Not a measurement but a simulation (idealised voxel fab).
The document below concerns the process module designated voxel self aligned contacts.
Cross-section cut spans 185 nm and uses square cells 5 nm in size.
We lay out every cross-section as a grid of square cells and spell it out in bands from the top down, where one band means one or more rows of cells.
Quick guide to a band line: top height, bottom height (nm) up front; then every material left to right with its width in nm. Only one material and it's marked "all across"? Then it fills the band edge to edge. And "empty" just means empty space.
Where do heights start? At 0: under that level the wafer as delivered is made of one material only. And the lowest band has no floor; it just carries on downward, as in "0..down".
Width: "30..40" (first number = top row, second number = bottom row, same change from row to row of cells).
Given "nothing got changed" for a step, no cell of the cross-section differs between before and after that step.
What "Enclosed void list" gives you is every empty space of 8 cells or more that is cut off from the top. Each appears as width x height at distance, with the distance taken from the left edge and width, height and distance all in nm.
On each step's line, the part that comes after the settings is the simulator's own comment on the step.
Steps that use a mask can have "overlay nm" on their line. It says how far the mask sat to the right of where it was meant to be. Negative means to the left.
[Steps planned for the process]
step 1: RECEIVE (material Si)
step 2: CONFORMAL_DEP (material SiO2; thk nm 5)
step 3: DIRECTIONAL_DEP (material polySi; thk nm 25)
step 4: DIRECTIONAL_DEP (material SiN; thk nm 20)
step 5: MASKED_ETCH (tone cover; mask id GATE; width nm 25; pitch nm 55; etch materials SiN; depth nm 20; overlay nm 0)
step 6: MASKED_ETCH (tone cover; mask id GATE; width nm 25; pitch nm 55; etch materials polySi; depth nm 25; overlay nm 0)
step 7: CONFORMAL_DEP (material SiN; thk nm 5)
step 8: DIRECTIONAL_ETCH (etch materials SiN; depth nm 5)
step 9: FILL_DEP (material SiO2; thk nm 15)
step 10: CMP (height nm 60)
step 11: DIRECTIONAL_DEP (material aC; thk nm 15)
step 12: PATTERN (tone open; mask id CONTACT; material resist; width nm 40; thk nm 35; overlay nm 0)
step 13: DIRECTIONAL_ETCH (etch materials aC; depth nm 15)
step 14: STRIP (etch materials resist)
step 15: DIRECTIONAL_ETCH (etch materials SiO2; depth nm 60)
step 16: STRIP (etch materials aC)
step 17: CONFORMAL_DEP (material TiN; thk nm 5)
step 18: FILL_DEP (material Ru; thk nm 10)
step 19: CMP (height nm 60)
step 20: CONFORMAL_DEP (material SiCN; thk nm 5)
[first wafer, as planned]
[Cross-section, incoming material, after step 1]
	0..down: Si all across
	Enclosed void list: none
[The wafer, seen in cross-section, after step 2]
	5..0: SiO2 all across
	Heights below 0 show no change.
[The wafer, seen in cross-section, after step 3]
	30..5: polySi all across
	Heights below 5 show no change.
[The wafer, seen in cross-section, after step 4]
	50..30: SiN all across
	Heights below 30 show no change.
[The wafer, seen in cross-section, after step 5]
	50..30: empty: 50, then SiN: 25, then empty: 30, then SiN: 25, then empty: 55
	Heights below 30 show no change.
[The wafer, seen in cross-section, after step 6]
	50..30: empty: 50, then SiN: 25, then empty: 30, then SiN: 25, then empty: 55
	30..5: empty: 50, then polySi: 25, then empty: 30, then polySi: 25, then empty: 55
	Heights below 5 show no change.
[The wafer, seen in cross-section, after step 7]
	55..30: empty: 45, then SiN: 35, then empty: 20, then SiN: 35, then empty: 50
	30..10: empty: 45, then SiN: 5, then polySi: 25, then SiN: 5, then empty: 20, then SiN: 5, then polySi: 25, then SiN: 5, then empty: 50
	10..5: SiN: 50, then polySi: 25, then SiN: 30, then polySi: 25, then SiN: 55
	Heights below 5 show no change.
[The wafer, seen in cross-section, after step 8]
	50..30: empty: 45, then SiN: 35, then empty: 20, then SiN: 35, then empty: 50
	30..5: empty: 45, then SiN: 5, then polySi: 25, then SiN: 5, then empty: 20, then SiN: 5, then polySi: 25, then SiN: 5, then empty: 50
	Heights below 5 show no change.
[The wafer, seen in cross-section, after step 9]
	65..50: SiO2 all across
	50..30: SiO2: 45, then SiN: 35, then SiO2: 20, then SiN: 35, then SiO2: 50
	30..5: SiO2: 45, then SiN: 5, then polySi: 25, then SiN: 5, then SiO2: 20, then SiN: 5, then polySi: 25, then SiN: 5, then SiO2: 50
	Heights below 5 show no change.
[The wafer, seen in cross-section, after step 10]
	60..50: SiO2 all across
	Heights below 50 show no change.
[The wafer, seen in cross-section, after step 11]
	75..60: aC all across
	Heights below 60 show no change.
[The wafer, seen in cross-section, after step 12]
	110..75: resist: 70, then empty: 40, then resist: 75
	Heights below 75 show no change.
[The wafer, seen in cross-section, after step 13]
	95..75: resist: 70, then empty: 40, then resist: 75
	75..60: aC: 70, then empty: 40, then aC: 75
	Heights below 60 show no change.
[The wafer, seen in cross-section, after step 14]
	75..60: aC: 70, then empty: 40, then aC: 75
	Heights below 60 show no change.
[The wafer, seen in cross-section, after step 15]
	75..60: aC: 70, then empty: 40, then aC: 75
	60..50: SiO2: 70, then empty: 40, then SiO2: 75
	50..30: SiO2: 45, then SiN: 35, then empty: 20, then SiN: 35, then SiO2: 50
	30..5: SiO2: 45, then SiN: 5, then polySi: 25, then SiN: 5, then empty: 20, then SiN: 5, then polySi: 25, then SiN: 5, then SiO2: 50
	5..0: SiO2: 80, then empty: 20, then SiO2: 85
	Heights below 0 show no change.
[The wafer, seen in cross-section, after step 16]
	60..50: SiO2: 70, then empty: 40, then SiO2: 75
	Heights below 50 show no change.
[The wafer, seen in cross-section, after step 17]
	65..60: TiN: 75, then empty: 30, then TiN: 80
	60..50: SiO2: 70, then TiN: 5..15, then empty: 30..10, then TiN: 5..15, then SiO2: 75
	50..30: SiO2: 45, then SiN: 35, then TiN: 5, then empty: 10, then TiN: 5, then SiN: 35, then SiO2: 50
	30..5: SiO2: 45, then SiN: 5, then polySi: 25, then SiN: 5, then TiN: 5, then empty: 10, then TiN: 5, then SiN: 5, then polySi: 25, then SiN: 5, then SiO2: 50
	5..0: SiO2: 80, then TiN: 20, then SiO2: 85
	Heights below 0 show no change.
[The wafer, seen in cross-section, after step 18]
	75..65: Ru all across
	65..60: TiN: 75, then Ru: 30, then TiN: 80
	60..50: SiO2: 70, then TiN: 5..15, then Ru: 30..10, then TiN: 5..15, then SiO2: 75
	50..30: SiO2: 45, then SiN: 35, then TiN: 5, then Ru: 10, then TiN: 5, then SiN: 35, then SiO2: 50
	30..5: SiO2: 45, then SiN: 5, then polySi: 25, then SiN: 5, then TiN: 5, then Ru: 10, then TiN: 5, then SiN: 5, then polySi: 25, then SiN: 5, then SiO2: 50
	Heights below 5 show no change.
[The wafer, seen in cross-section, after step 19]
	60..50: SiO2: 70, then TiN: 5..15, then Ru: 30..10, then TiN: 5..15, then SiO2: 75
	Heights below 50 show no change.
[The wafer, seen in cross-section, after step 20]
	65..60: SiCN all across
	Heights below 60 show no change.
[Second of two: same start, same plan, one run error; steps up to and including 18 match the first]
when step 19 should have ended: nothing got changed
[when step 20 should have ended]
	80..75: SiCN all across
	Heights below 75 show no change.
Here's what went sideways: plan step 19 was not performed, having been skipped
Final difference in cells, second wafer against first, listed per material as more or fewer: +80 Ru; +31 TiN
